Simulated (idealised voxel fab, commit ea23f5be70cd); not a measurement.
process module | voxel air gaps
cross-section cut | 280 nm wide | cells 5 nm
A cross-section is a grid of square cells, given in bands from the top down. A band is one or more rows of cells.
Each band's line starts with the height of the band's top and of its bottom, in nm. Then come its materials from left to right, each with its width in nm. One material with "throughout" fills the band from edge to edge. "air" is empty space.
Height 0 is the level under which the wafer as received is all one material. The lowest band goes on downwards, as in "0 down".
A width such as "30 to 40" changes by the same amount from each row of cells to the next, from the band's top row to its bottom row.
"no change" after a step means that no cell of the cross-section changed.
closed voids: empty space of 8 cells or more with no open way to the top, each as width x height at its distance from the left edge, in nm
after a step's settings: what the simulator itself notes on the step
overlay nm, on a step with a mask: how far to the right of its planned place the mask lay; to the left if negative
plan
1 op RECEIVE | material Si
2 op CONFORMAL_DEP | material SiO2 | thk nm 10
3 op CONFORMAL_DEP | material SiN | thk nm 5
4 op DIRECTIONAL_DEP | material lowk | thk nm 40
5 op PATTERN | tone open | mask id LINES | material resist | width nm 20 | pitch nm 45 | thk nm 15 | overlay nm 0
6 op DIRECTIONAL_ETCH | etch materials lowk | depth nm 40
7 op STRIP | etch materials resist
8 op CONFORMAL_DEP | material TiN | thk nm 5
9 op FILL_DEP | material Ru | thk nm 10
10 op CMP | height nm 55
11 op EPI | material Ru | thk nm 10
12 op SELECTIVE_ETCH | etch materials lowk | depth nm 50
13 op CONFORMAL_DEP | material SiCN | thk nm 5
as received, after step 1
  0 down: Si throughout
  closed voids: none
first wafer at the end, as planned
  70 to 65: air 45 | SiCN 185 | air 50
  65 to 55: air 45 | SiCN 5 | Ru 40 | SiCN 5 | Ru 40 | SiCN 5 | Ru 40 | SiCN 5 | Ru 40 | SiCN 5 | air 50
  55 to 50: air 45 | SiCN 15 | TiN 5 | Ru 10 | TiN 5 | SiCN 25 | TiN 5 | Ru 10 | TiN 5 | SiCN 25 | TiN 5 | Ru 10 | TiN 5 | SiCN 25 | TiN 5 | Ru 10 | TiN 5 | SiCN 15 | air 50
  50 to 20: air 55 | SiCN 5 | TiN 5 | Ru 10 | TiN 5 | SiCN 5 | air 15 | SiCN 5 | TiN 5 | Ru 10 | TiN 5 | SiCN 5 | air 15 | SiCN 5 | TiN 5 | Ru 10 | TiN 5 | SiCN 5 | air 15 | SiCN 5 | TiN 5 | Ru 10 | TiN 5 | SiCN 5 | air 60
  20 to 15: SiCN 60 | TiN 20 | SiCN 25 | TiN 20 | SiCN 25 | TiN 20 | SiCN 25 | TiN 20 | SiCN 65
  15 to 10: SiN throughout
  10 to 0: SiO2 throughout
  0 down: Si throughout
  closed voids: 15 x 30 at 85; 15 x 30 at 130; 15 x 30 at 175
second wafer at the end: like start, like plan, one mistake
  80 to 75: air 35 | SiCN 205 | air 40
  75 to 55: air 35 | SiCN 5 | Ru 195 | SiCN 5 | air 40
  55 to 50: air 35 | SiCN 25 | TiN 5 | Ru 10 | TiN 5 | lowk 25 | TiN 5 | Ru 10 | TiN 5 | lowk 25 | TiN 5 | Ru 10 | TiN 5 | lowk 25 | TiN 5 | Ru 10 | TiN 5 | SiCN 25 | air 40
  50 to 20: air 55 | SiCN 5 | TiN 5 | Ru 10 | TiN 5 | lowk 25 | TiN 5 | Ru 10 | TiN 5 | lowk 25 | TiN 5 | Ru 10 | TiN 5 | lowk 25 | TiN 5 | Ru 10 | TiN 5 | SiCN 5 | air 60
  20 to 15: SiCN 60 | TiN 20 | lowk 25 | TiN 20 | lowk 25 | TiN 20 | lowk 25 | TiN 20 | SiCN 65
  15 to 10: SiN throughout
  10 to 0: SiO2 throughout
  0 down: Si throughout
  closed voids: none
what went wrong: step 11 was run twice
at the end the second wafer has, in cells: 92 more of Ru | 60 fewer of SiCN | 120 more of lowk
closed voids at the end (first wafer, second wafer): 3, 0
